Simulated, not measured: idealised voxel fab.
Title: Process Module voxel wiring stack
This is section cut - it's 260 nm across, gridded in 5 nm square cells.
A cross-section in this document is a grid of square cells, and it is written down as bands, the top band listed before the ones below it; a band is made up of one or more rows of cells.
Top height, bottom height, nm. Materials left to right, width each, nm. Single material + "full width" = fills band edge to edge. "blank" = empty.
Counting heights begins at 0, where everything beneath is, in the wafer as received, one material. The lowest band has no bottom; it goes on downwards, as "top 0, no bottom" shows.
Quick explanation for "30 to 40": the width changes in equal steps down the rows of cells, from the first number in the band's top row to the second number in its bottom row.
"left unchanged" means the step left every cell of the cross-section as it was.
Enclosed cavity list: empty space of 8 cells or more with no open way to the top, each as width x height at its distance from the left edge, in nm
Note: text after step settings on the step line = simulator remark on that step.
A step's line can hold "overlay nm"; with a mask on that step, the setting says how far right of the planned place the mask lay, while a negative setting says it lay to the left.

Intended process steps:
- 1: RECEIVE (material Si)
- 2: CONFORMAL_DEP (material SiO2; thk nm 15)
- 3: DIRECTIONAL_DEP (material TiN; thk nm 5)
- 4: DIRECTIONAL_DEP (material W; thk nm 25)
- 5: MASKED_ETCH (tone cover; mask id METAL_1; width nm 30; pitch nm 55; etch materials W; depth nm 25; overlay nm 0)
- 6: MASKED_ETCH (tone cover; mask id METAL_1; width nm 30; pitch nm 55; etch materials TiN; depth nm 5; overlay nm 0)
- 7: FILL_DEP (material lowk; thk nm 5)
- 8: CMP (height nm 45)
- 9: CONFORMAL_DEP (material SiCN; thk nm 5)
- 10: DIRECTIONAL_DEP (material lowk; thk nm 10)
- 11: MASKED_ETCH (tone open; mask id PLUG_1; width nm 15; etch materials lowk; depth nm 10; overlay nm 0)
- 12: MASKED_ETCH (tone open; mask id PLUG_1; width nm 15; etch materials SiCN; depth nm 5; overlay nm 0)
- 13: EPI (material Ru; thk nm 10)
- 14: EPI (material Ru; thk nm 5)
- 15: DIRECTIONAL_DEP (material TiN; thk nm 5)
- 16: DIRECTIONAL_DEP (material W; thk nm 15)
- 17: PATTERN (tone cover; mask id METAL_2; material resist; width nm 30; pitch nm 55; thk nm 15; overlay nm 0)
- 18: DIRECTIONAL_ETCH (etch materials W; depth nm 15)
- 19: DIRECTIONAL_ETCH (etch materials TiN; depth nm 5)
- 20: STRIP (etch materials resist)
- 21: FILL_DEP (material lowk; thk nm 10)
- 22: CMP (height nm 80)
- 23: CONFORMAL_DEP (material SiCN; thk nm 5)
- 24: DIRECTIONAL_DEP (material lowk; thk nm 15)
- 25: PATTERN (tone open; mask id PLUG_2; material resist; width nm 15; pitch nm 55; thk nm 20; overlay nm 0)
- 26: DIRECTIONAL_ETCH (etch materials lowk; depth nm 15)
- 27: DIRECTIONAL_ETCH (etch materials SiCN; depth nm 5)
- 28: STRIP (etch materials resist)
- 29: EPI (material Ru; thk nm 10)
- 30: EPI (material Ru; thk nm 10)
- 31: CONFORMAL_DEP (material SiCN; thk nm 5)
- 32: DIRECTIONAL_DEP (material lowk; thk nm 20)
- 33: DIRECTIONAL_DEP (material aC; thk nm 10)
- 34: PATTERN (tone open; mask id METAL_3; material resist; width nm 30; pitch nm 55; thk nm 25; overlay nm 0)
- 35: DIRECTIONAL_ETCH (etch materials aC; depth nm 10)
- 36: STRIP (etch materials resist)
- 37: DIRECTIONAL_ETCH (etch materials lowk; depth nm 20)
- 38: DIRECTIONAL_ETCH (etch materials SiCN; depth nm 5)
- 39: STRIP (etch materials aC)
- 40: CONFORMAL_DEP (material TiN; thk nm 5)
- 41: FILL_DEP (material Ru; thk nm 10)
- 42: CMP (height nm 115)
- 43: CONFORMAL_DEP (material SiCN; thk nm 5)
- 44: DIRECTIONAL_DEP (material SiO2; thk nm 10)
- 45: MASKED_ETCH (tone open; mask id PLUG_3; width nm 15; pitch nm 55; etch materials SiO2; depth nm 10; overlay nm 0)
- 46: MASKED_ETCH (tone open; mask id PLUG_3; width nm 15; pitch nm 55; etch materials SiCN; depth nm 5; overlay nm 0)
- 47: CONFORMAL_DEP (material TiN; thk nm 5)
- 48: FILL_DEP (material W; thk nm 10)
- 49: CMP (height nm 140)
- 50: CONFORMAL_DEP (material SiN; thk nm 5)
- 51: DIRECTIONAL_DEP (material SiO2; thk nm 20)
- 52: PATTERN (tone open; mask id METAL_4; material resist; width nm 30; pitch nm 55; thk nm 20; overlay nm 0)
- 53: DIRECTIONAL_ETCH (etch materials SiO2; depth nm 20)
- 54: DIRECTIONAL_ETCH (etch materials SiN; depth nm 5)
- 55: STRIP (etch materials resist)
- 56: CONFORMAL_DEP (material TiN; thk nm 5)
- 57: FILL_DEP (material Cu; thk nm 10)
- 58: CMP (height nm 165)
- 59: EPI (material Ru; thk nm 5)
- 60: FILL_DEP (material SiCN; thk nm 5)
It is noted that the wafers described herein are identical at the outset and are distinguished by the height nm of step 42; the value stated in the plan corresponds to the first wafer.

First of several wafers (as received, post step 1), cross-sectional view:
    top 0, no bottom  Si full width
    Enclosed cavity list: none

Heads up, this table goes wafer by wafer. A row tells you, at the end of the module, how many cells of each material that wafer has put on (+) or dropped (-) since it was received, and then its closed voids:
height nm 115, +32 Cu, +65 Ru, +269 SiCN, +40 SiN, +408 SiO2, +136 TiN, +154 W, +716 lowk, Enclosed cavity list: none
height nm 120, +32 Cu, +73 Ru, +269 SiCN, +40 SiN, +408 SiO2, +140 TiN, +102 W, +756 lowk, Enclosed cavity list: none
height nm 125, +32 Cu, +81 Ru, +269 SiCN, +40 SiN, +408 SiO2, +94 TiN, +100 W, +796 lowk, Enclosed cavity list: none
height nm 130, +32 Cu, +89 Ru, +269 SiCN, +40 SiN, +362 SiO2, +134 TiN, +98 W, +796 lowk, Enclosed cavity list: none
height nm 135, +32 Cu, +141 Ru, +269 SiCN, +40 SiN, +316 SiO2, +130 TiN, +96 W, +796 lowk, Enclosed cavity list: none
height nm 140, +32 Cu, +193 Ru, +223 SiCN, +40 SiN, +316 SiO2, +124 TiN, +96 W, +796 lowk, Enclosed cavity list: none
